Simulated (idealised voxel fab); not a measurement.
A process module follows: voxel spacer lines.
Displayed cross-section: cut, width of 295 nm, square cells sized 5 nm.
A cross-section in this document is a grid of square cells, and it is written down as bands, the top band listed before the ones below it; a band is made up of one or more rows of cells. The band entry comprises the height of the band's top followed by the height of its bottom, expressed in nm, and subsequently the band's materials from left to right, each stated together with its width in nm. Where a single material is marked with the word "edge to edge", that material fills the band from edge to edge. The word "blank" represents empty space. It should be noted that heights are counted from 0, beneath which the wafer as supplied is of one material throughout, and that the lowest band possesses no lower boundary but continues downward, as written in "top 0, no bottom". Think of "30->40" as a width that walks from the first number to the second as you go down the band, top row to bottom row, taking equal-sized steps from row to row. "remained unchanged" means the step left every cell of the cross-section as it was. "Closed void inventory" enumerates empty spaces isolated from the top, with no open way to it, that contain at least 8 cells, giving each as width x height at distance from the left edge, all three in nm. Post-settings text on a step line: simulator's own remark regarding the step. Each step line may optionally specify "overlay nm", which for a step with a mask gives the rightward distance between the mask's planned place and where it lay, a negative value indicating the leftward direction.

PLANNED STEP LIST FOR THE PROCESS
1: RECEIVE (material Si)
2: CONFORMAL_DEP (material Al2O3; thk nm 5)
3: DIRECTIONAL_DEP (material W; thk nm 15)
4: DIRECTIONAL_DEP (material aC; thk nm 20)
5: PATTERN (tone cover; mask id MANDREL; material resist; width nm 20; pitch nm 60; thk nm 25; overlay nm 0)
6: DIRECTIONAL_ETCH (etch materials aC; depth nm 20)
7: STRIP (etch materials resist)
8: CONFORMAL_DEP (material SiN; thk nm 10)
9: DIRECTIONAL_ETCH (etch materials SiN; depth nm 10)
10: STRIP (etch materials aC)
11: DIRECTIONAL_ETCH (etch materials W; depth nm 15)
12: STRIP (etch materials SiN)
13: FILL_DEP (material lowk; thk nm 5)
14: CMP (height nm 20)

CROSS-SECTION OF THE WAFER UPON ARRIVAL, REPRESENTING THE STATE REACHED AFTER STEP 1
	top 0, no bottom | Si edge to edge
	Closed void inventory: none

SAME STARTING WAFER, SAME PLAN AS ABOVE, ONE MISTAKE IN THE EXECUTION; THIS IS THE CROSS-SECTION AT THE END OF THE MODULE
	top 20, bottom 5 | SiN=65, then W=10, then SiN=20, then W=10, then SiN=20, then W=10, then SiN=20, then W=10, then SiN=20, then W=10, then SiN=20, then W=10, then SiN=70
	top 5, bottom 0 | Al2O3 edge to edge
	top 0, no bottom | Si edge to edge
	Closed void inventory: none
In executing the process, a mistake was made relative to the plan: step 13: run off-plan, actual operation and settings FILL_DEP (material SiN; thk nm 5)
